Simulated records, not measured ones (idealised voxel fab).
process module | voxel wiring stack
cross-section cut | 225 nm wide | cells 5 nm
A cross-section is a grid of square cells, given in bands from the top down. A band is one or more rows of cells.
Each band's line starts with the height of the band's top and of its bottom, in nm. Then come its materials from left to right, each with its width in nm. One material with "throughout" fills the band from edge to edge. "air" is empty space.
Height 0 is the level under which the wafer as received is all one material. The lowest band goes on downwards, as in "0 down".
A width such as "30 to 40" changes by the same amount from each row of cells to the next, from the band's top row to its bottom row.
"no change" after a step means that no cell of the cross-section changed.
closed voids: empty space of 8 cells or more with no open way to the top, each as width x height at its distance from the left edge, in nm
after a step's settings: what the simulator itself notes on the step
overlay nm, on a step with a mask: how far to the right of its planned place the mask lay; to the left if negative
plan
1 op RECEIVE | material Si
2 op CONFORMAL_DEP | material SiO2 | thk nm 10
3 op DIRECTIONAL_DEP | material TiN | thk nm 5
4 op DIRECTIONAL_DEP | material Ru | thk nm 15
5 op PATTERN | tone cover | mask id METAL_1 | material resist | width nm 25 | pitch nm 45 | thk nm 20 | overlay nm 0
6 op DIRECTIONAL_ETCH | etch materials Ru | depth nm 15
7 op DIRECTIONAL_ETCH | etch materials TiN | depth nm 5
8 op STRIP | etch materials resist
9 op FILL_DEP | material lowk | thk nm 5
10 op CMP | height nm 30
11 op CONFORMAL_DEP | material SiCN | thk nm 5
12 op DIRECTIONAL_DEP | material lowk | thk nm 30
13 op MASKED_ETCH | tone open | mask id METAL_2_HOLES | width nm 15 | pitch nm 45 | etch materials lowk | depth nm 30 | overlay nm 0
14 op MASKED_ETCH | tone open | mask id METAL_2 | width nm 25 | pitch nm 45 | etch materials lowk | depth nm 20 | overlay nm 0
15 op MASKED_ETCH | tone open | mask id METAL_2 | width nm 25 | pitch nm 45 | etch materials SiCN | depth nm 5 | overlay nm 0
16 op CONFORMAL_DEP | material TiN | thk nm 5
17 op FILL_DEP | material Cu | thk nm 5
18 op CMP | height nm 65
19 op CONFORMAL_DEP | material SiN | thk nm 5
as received, after step 1
  0 down: Si throughout
  closed voids: none
first wafer at the end, as planned
  70 to 65: SiN throughout
  65 to 50: lowk 55 | TiN 5 | Cu 15 | TiN 5 | lowk 20 | TiN 5 | Cu 15 | TiN 5 | lowk 20 | TiN 5 | Cu 15 | TiN 5 | lowk 55
  50 to 45: lowk 55 | TiN 5 | Cu 5 | TiN 15 | lowk 20 | TiN 5 | Cu 5 | TiN 15 | lowk 20 | TiN 5 | Cu 5 | TiN 15 | lowk 55
  45 to 35: lowk 55 | TiN 5 | Cu 5 | TiN 5 | lowk 30 | TiN 5 | Cu 5 | TiN 5 | lowk 30 | TiN 5 | Cu 5 | TiN 5 | lowk 65
  35 to 30: SiCN 55 | TiN 15 | SiCN 30 | TiN 15 | SiCN 30 | TiN 15 | SiCN 65
  30 to 15: lowk 55 | Ru 25 | lowk 20 | Ru 25 | lowk 20 | Ru 25 | lowk 55
  15 to 10: lowk 55 | TiN 25 | lowk 20 | TiN 25 | lowk 20 | TiN 25 | lowk 55
  10 to 0: SiO2 throughout
  0 down: Si throughout
  closed voids: none
second wafer at the end: like start, like plan, one mistake
  70 to 65: SiN throughout
  65 to 50: lowk 55 | TiN 5 | Cu 15 | TiN 5 | lowk 20 | TiN 5 | Cu 15 | TiN 5 | lowk 20 | TiN 5 | Cu 15 | TiN 5 | lowk 55
  50 to 45: lowk 55 | TiN 5 | Cu 5 | TiN 15 | lowk 20 | TiN 5 | Cu 5 | TiN 15 | lowk 20 | TiN 5 | Cu 5 | TiN 15 | lowk 55
  45 to 35: lowk 55 | TiN 5 | Cu 5 | TiN 5 | lowk 30 | TiN 5 | Cu 5 | TiN 5 | lowk 30 | TiN 5 | Cu 5 | TiN 5 | lowk 65
  35 to 30: SiCN 55 | TiN 15 | SiCN 30 | TiN 15 | SiCN 30 | TiN 15 | SiCN 65
  30 to 15: lowk 45 | Ru 25 | lowk 20 | Ru 25 | lowk 20 | Ru 25 | lowk 65
  15 to 10: lowk 45 | TiN 25 | lowk 20 | TiN 25 | lowk 20 | TiN 25 | lowk 65
  10 to 0: SiO2 throughout
  0 down: Si throughout
  closed voids: none
what went wrong: step 5 ran as: op PATTERN | tone cover | mask id METAL_1 | material resist | width nm 25 | pitch nm 45 | thk nm 20 | overlay nm -10
at the end the second wafer has, in cells: as many of each material as the first, in other places
